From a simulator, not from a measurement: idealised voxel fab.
The document below concerns the process module designated voxel wiring stack.
285 nm wide, 5 nm square cells: that's cross-section cut.
This document writes a cross-section as a grid whose cells are square, and gives it as bands, listed from the top down; one or more rows of cells form a band.
Heights first: top, then bottom, in nm. Then materials, left to right, each with a width in nm. "throughout" on a single material: fills the band edge to edge. "blank": empty space.
A quick word on heights: they are counted from 0, and under that level the wafer as it came to us is one material throughout. The lowest band is different from the rest in having no bottom; it simply continues downward, written as in "0 and below".
Top row gets the first number, bottom row gets the second, and each row in between changes by the same step: that is how a band width like "30..40" works.
Where a step carries "no modification", the cross-section came out of it unchanged, cell for cell.
"Closed cavities" means: voids of 8 cells or more that are shut off from the top with no open way through. Written width x height at distance, distance from the left edge, in nm.
Read whatever lies past the settings on a step's line as the simulator's own remark about the step.
overlay nm: mask offset rightward from planned place, masked step; negative means leftward offset.

So here's the lineup of process steps we planned
1 op RECEIVE | material Si
2 op CONFORMAL_DEP | material SiO2 | thk nm 15
3 op DIRECTIONAL_DEP | material TiN | thk nm 5
4 op DIRECTIONAL_DEP | material Ru | thk nm 15
5 op PATTERN | tone cover | mask id METAL_1 | material resist | width nm 30 | pitch nm 45 | thk nm 15 | overlay nm 0
6 op DIRECTIONAL_ETCH | etch materials Ru | depth nm 15
7 op DIRECTIONAL_ETCH | etch materials TiN | depth nm 5
8 op STRIP | etch materials resist
9 op CONFORMAL_DEP | material SiCN | thk nm 5
10 op FILL_DEP | material SiO2 | thk nm 10
11 op CMP | height nm 35
12 op CONFORMAL_DEP | material SiCN | thk nm 5
13 op DIRECTIONAL_DEP | material lowk | thk nm 20
14 op DIRECTIONAL_DEP | material aC | thk nm 10
15 op PATTERN | tone open | mask id PLUG_1 | material resist | width nm 15 | thk nm 25 | overlay nm 0
16 op DIRECTIONAL_ETCH | etch materials aC | depth nm 10
17 op STRIP | etch materials resist
18 op DIRECTIONAL_ETCH | etch materials lowk | depth nm 20
19 op DIRECTIONAL_ETCH | etch materials SiCN | depth nm 5
20 op STRIP | etch materials aC
21 op CONFORMAL_DEP | material TiN | thk nm 5
22 op FILL_DEP | material W | thk nm 10
23 op CMP | height nm 60
24 op CONFORMAL_DEP | material SiCN | thk nm 5
25 op DIRECTIONAL_DEP | material SiO2 | thk nm 15
26 op MASKED_ETCH | tone open | mask id METAL_2 | width nm 30 | pitch nm 45 | etch materials SiO2 | depth nm 15 | overlay nm 0
27 op MASKED_ETCH | tone open | mask id METAL_2 | width nm 30 | pitch nm 45 | etch materials SiCN | depth nm 5 | overlay nm 0
28 op CONFORMAL_DEP | material TiN | thk nm 5
29 op FILL_DEP | material Cu | thk nm 10
30 op CMP | height nm 80
31 op CONFORMAL_DEP | material SiCN | thk nm 5
32 op DIRECTIONAL_DEP | material lowk | thk nm 10
33 op MASKED_ETCH | tone open | mask id PLUG_2 | width nm 15 | etch materials lowk | depth nm 10 | overlay nm 0
34 op MASKED_ETCH | tone open | mask id PLUG_2 | width nm 15 | etch materials SiCN | depth nm 5 | overlay nm 0
35 op EPI | material Ru | thk nm 10
36 op EPI | material Ru | thk nm 5
37 op CONFORMAL_DEP | material SiN | thk nm 5
38 op DIRECTIONAL_DEP | material SiO2 | thk nm 15
39 op DIRECTIONAL_DEP | material aC | thk nm 15
40 op PATTERN | tone open | mask id METAL_3 | material resist | width nm 30 | pitch nm 45 | thk nm 35 | overlay nm 0
41 op DIRECTIONAL_ETCH | etch materials aC | depth nm 15
42 op STRIP | etch materials resist
43 op DIRECTIONAL_ETCH | etch materials SiO2 | depth nm 15
44 op DIRECTIONAL_ETCH | etch materials SiN | depth nm 5
45 op STRIP | etch materials aC
46 op CONFORMAL_DEP | material TiN | thk nm 5
47 op FILL_DEP | material Ru | thk nm 10
48 op CMP | height nm 115
49 op CONFORMAL_DEP | material SiCN | thk nm 5
50 op DIRECTIONAL_DEP | material lowk | thk nm 30
51 op PATTERN | tone open | mask id METAL_4_HOLES | material resist | width nm 15 | thk nm 20 | overlay nm -15
52 op DIRECTIONAL_ETCH | etch materials lowk | depth nm 30
53 op STRIP | etch materials resist
54 op PATTERN | tone open | mask id METAL_4 | material resist | width nm 30 | pitch nm 45 | thk nm 15 | overlay nm 0
55 op DIRECTIONAL_ETCH | etch materials lowk | depth nm 20
56 op DIRECTIONAL_ETCH | etch materials SiCN | depth nm 5
57 op STRIP | etch materials resist
58 op CONFORMAL_DEP | material TiN | thk nm 5
59 op FILL_DEP | material Cu | thk nm 5
60 op CMP | height nm 150
61 op CONFORMAL_DEP | material SiN | thk nm 5
All wafers enter the flow in the same state. The overlay nm at step 51 differs from wafer to wafer, and the plan gives the value for the first wafer.

The first of several wafers as received, shown in cross-section; this is its state after step 1
	0 and below = Si throughout
	Closed cavities: none

Per-wafer rows below. For each material: cells gained (+) or lost (-) since the wafer was received, as of end of module. Then: closed voids
overlay nm -15; +59 Cu; +69 Ru; +267 SiCN; +102 SiN; +564 SiO2; +102 TiN; +4 W; +600 lowk; Closed cavities: none
overlay nm -10; +56 Cu; +69 Ru; +266 SiCN; +102 SiN; +564 SiO2; +102 TiN; +4 W; +604 lowk; Closed cavities: none
overlay nm -5; +53 Cu; +69 Ru; +265 SiCN; +102 SiN; +564 SiO2; +102 TiN; +4 W; +608 lowk; Closed cavities: none
overlay nm 0; +51 Cu; +69 Ru; +264 SiCN; +102 SiN; +564 SiO2; +101 TiN; +4 W; +612 lowk; Closed cavities: none
overlay nm 5; +51 Cu; +69 Ru; +264 SiCN; +102 SiN; +564 SiO2; +101 TiN; +4 W; +612 lowk; Closed cavities: none
overlay nm 10; +51 Cu; +69 Ru; +264 SiCN; +102 SiN; +564 SiO2; +101 TiN; +4 W; +612 lowk; Closed cavities: none
overlay nm 15; +51 Cu; +69 Ru; +264 SiCN; +102 SiN; +564 SiO2; +101 TiN; +4 W; +612 lowk; Closed cavities: none
